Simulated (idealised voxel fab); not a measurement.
voxel self aligned vias: a process module
Each square cell in cross-section cut measures 5 nm, and the section as a whole is 215 nm wide.
Each cross-section below is a grid of square cells, stated as bands in top-down order, with one or more rows of cells making up each band.
Band entry format. Leading values: height of top, height of bottom, nm. Remainder: materials in left-to-right order, each with its width in nm. Special words: "throughout" on a single material, which then fills the band edge to edge; "empty", empty space.
Ref level 0: as-received wafer is one material below here. Bottom band extends down with no lower bound ("0 -> down").
The notation "30 to 40" denotes a width that varies across the rows of cells in the band, beginning at the first number in the top row, finishing at the second number in the bottom row, and changing by an identical amount from each row to the next.
"no alteration" -> step changed no cross-section cell.
Heads up: "Sealed internal voids" only lists the empty pockets with no open path to the top that are 8 cells or more, and it writes them as width x height at distance, distance from the left edge, in nm.
Whatever follows a step's settings on its line is a remark the simulator itself makes about that step.
The setting "overlay nm" may be written on the line of a step. When the step uses a mask, the value reports how far to the right of the planned place the mask lay, and a negative value reports that it lay to the left.

INTENDED PROCESS STEPS
1: RECEIVE,material Si
2: CONFORMAL_DEP,material SiO2,thk nm 10
3: CONFORMAL_DEP,material SiCN,thk nm 5
4: DIRECTIONAL_DEP,material lowk,thk nm 30
5: MASKED_ETCH,tone open,mask id LINES,width nm 15,pitch nm 50,etch materials lowk,depth nm 30,overlay nm 0
6: CONFORMAL_DEP,material TiN,thk nm 5
7: FILL_DEP,material Ru,thk nm 5
8: CMP,height nm 45
9: SELECTIVE_ETCH,etch materials W Ru TiN,depth nm 5
10: FILL_DEP,material SiN,thk nm 10
11: CMP,height nm 45
12: DIRECTIONAL_DEP,material lowk,thk nm 15
13: PATTERN,tone open,mask id VIAS,material resist,width nm 35,thk nm 15,overlay nm 0
14: DIRECTIONAL_ETCH,etch materials lowk,depth nm 15
15: DIRECTIONAL_ETCH,etch materials SiN,depth nm 5
16: STRIP,etch materials resist
17: CONFORMAL_DEP,material TiN,thk nm 5
18: FILL_DEP,material Cu,thk nm 10
19: CMP,height nm 60
20: CONFORMAL_DEP,material SiCN,thk nm 5
Among the wafers covered here, the point of difference is the width nm at step 5; their starting state is shared, and the plan presents the value of the first wafer.

THIS IS HOW THE FIRST OF SEVERAL WAFERS LOOKED IN CROSS-SECTION WHEN IT ARRIVED, WHICH IS AFTER STEP 1
* 0 -> down | Si throughout
* Sealed internal voids: none

BASICALLY EACH WAFER GETS A LINE IN THE TABLE, SHOWING IT AT THE END OF THE MODULE: MATERIAL BY MATERIAL, THE CELLS IT GAINED (+) OR LOST (-) SINCE WE GOT IT, THEN ITS CLOSED VOIDS
width nm 15, +11 Cu, +8 Ru, +86 SiCN, +3 SiN, +86 SiO2, +35 TiN, +330 lowk, Sealed internal voids: none
width nm 20, +12 Cu, +16 Ru, +86 SiCN, +4 SiN, +86 SiO2, +37 TiN, +318 lowk, Sealed internal voids: none
width nm 25, +13 Cu, +24 Ru, +86 SiCN, +5 SiN, +86 SiO2, +39 TiN, +306 lowk, Sealed internal voids: none
width nm 30, +14 Cu, +32 Ru, +86 SiCN, +6 SiN, +86 SiO2, +41 TiN, +294 lowk, Sealed internal voids: none
width nm 35, +15 Cu, +40 Ru, +86 SiCN, +7 SiN, +86 SiO2, +43 TiN, +282 lowk, Sealed internal voids: none
